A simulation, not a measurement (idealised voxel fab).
process module | voxel local oxidation
cross-section cut | 210 nm wide | cells 5 nm
A cross-section is a grid of square cells, given in bands from the top down. A band is one or more rows of cells.
Each band's line starts with the height of the band's top and of its bottom, in nm. Then come its materials from left to right, each with its width in nm. One material with "throughout" fills the band from edge to edge. "air" is empty space.
Height 0 is the level under which the wafer as received is all one material. The lowest band goes on downwards, as in "0 down".
A width such as "30 to 40" changes by the same amount from each row of cells to the next, from the band's top row to its bottom row.
"no change" after a step means that no cell of the cross-section changed.
closed voids: empty space of 8 cells or more with no open way to the top, each as width x height at its distance from the left edge, in nm
after a step's settings: what the simulator itself notes on the step
overlay nm, on a step with a mask: how far to the right of its planned place the mask lay; to the left if negative
plan
1 op RECEIVE | material Si
2 op OXIDIZE | depth nm 5
3 op CONFORMAL_DEP | material SiN | thk nm 15
4 op MASKED_ETCH | tone cover | mask id ACTIVE | width nm 95 | etch materials SiN | depth nm 15 | overlay nm 0
5 op SELECTIVE_ETCH | etch materials SiO2 | depth nm 5
6 op OXIDIZE | depth nm 15
7 op STRIP | etch materials SiN
as received, after step 1
  0 down: Si throughout
  closed voids: none
first wafer at the end, as planned
  0 to -5: air 60 | SiO2 85 | air 65
  -5 to -20: SiO2 75 | Si 55 | SiO2 80
  -20 down: Si throughout
  closed voids: none
second wafer at the end: like start, like plan, one mistake
  0 to -5: SiO2 50 | air 105 | SiO2 55
  -5 to -20: Si 35 | SiO2 135 | Si 40
  -20 down: Si throughout
  closed voids: none
what went wrong: step 4 ran as: op MASKED_ETCH | tone open | mask id ACTIVE | width nm 95 | etch materials SiN | depth nm 15 | overlay nm 0
at the end the second wafer has, in cells: 12 more of Si | 8 fewer of SiO2
